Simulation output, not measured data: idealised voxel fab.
A process module follows: voxel ribs on slabs.
FYI the section here is cut, 215 nm wide, cells are 5 nm squares.
In what follows, cross-sections appear as grids of square cells, described through bands that run from the top down, where every band is one or more rows of cells. The band entry comprises the height of the band's top followed by the height of its bottom, expressed in nm, and subsequently the band's materials from left to right, each stated together with its width in nm. Where a single material is marked with the word "all across", that material fills the band from edge to edge. The word "blank" represents empty space. Note: height 0 marks the level under which the wafer is uniformly one material as received. Lowest band unbounded below, written "z 0 and below". With a width like "30..40", each row of cells in the band differs from the next by the same amount, the top row carrying the first number and the bottom row the second. Where the words "no change occurred" appear for a step, the cross-section shows no cell changed by that step; every cell remained as before. "Voids lacking openings" specifies each empty space that is not open to the top and that occupies no fewer than 8 cells, using the form width x height at distance, the distance measured from the left edge and all three quantities in nm. Step line, after settings: the simulator's comment on this step. overlay nm: right-of-plan distance of the mask on a masked step; negative values mean left-of-plan.
### These are the steps we planned for the process
- 1: RECEIVE (material Si)
- 2: DIRECTIONAL_DEP (material SiO2; thk nm 20)
- 3: DIRECTIONAL_DEP (material polySi; thk nm 25)
- 4: PATTERN (tone cover; mask id RIB; material resist; width nm 30; thk nm 20; overlay nm 0)
- 5: DIRECTIONAL_ETCH (etch materials polySi; depth nm 20)
- 6: STRIP (etch materials resist)
- 7: MASKED_ETCH (tone cover; mask id SLAB; width nm 70; etch materials polySi; depth nm 5; overlay nm 0)
- 8: FILL_DEP (material SiO2; thk nm 25)
- 9: CMP (height nm 65)
- 10: DIRECTIONAL_DEP (material W; thk nm 10)
- 11: MASKED_ETCH (tone cover; mask id HEATER; width nm 30; etch materials W; depth nm 10; overlay nm 0)
- 12: CONFORMAL_DEP (material SiO2; thk nm 10)
Don't read the plan's width nm for step 11 as applying to every wafer: that's the first wafer's value, and the wafers differ in it, though they all start identical.
### Cross-sectional view of the first of several wafers in the as-received condition, corresponding to the state following step 1
	z 0 and below = Si all across
	Voids lacking openings: none
### Row per wafer, end-of-module: cell gain (+)/loss (-) by material since the wafer came in, then closed voids
width nm 30, +615 SiO2, +12 W, +38 polySi, Voids lacking openings: none
width nm 35, +615 SiO2, +14 W, +38 polySi, Voids lacking openings: none
width nm 40, +615 SiO2, +16 W, +38 polySi, Voids lacking openings: none
width nm 45, +615 SiO2, +18 W, +38 polySi, Voids lacking openings: none
width nm 50, +615 SiO2, +20 W, +38 polySi, Voids lacking openings: none
width nm 55, +615 SiO2, +22 W, +38 polySi, Voids lacking openings: none
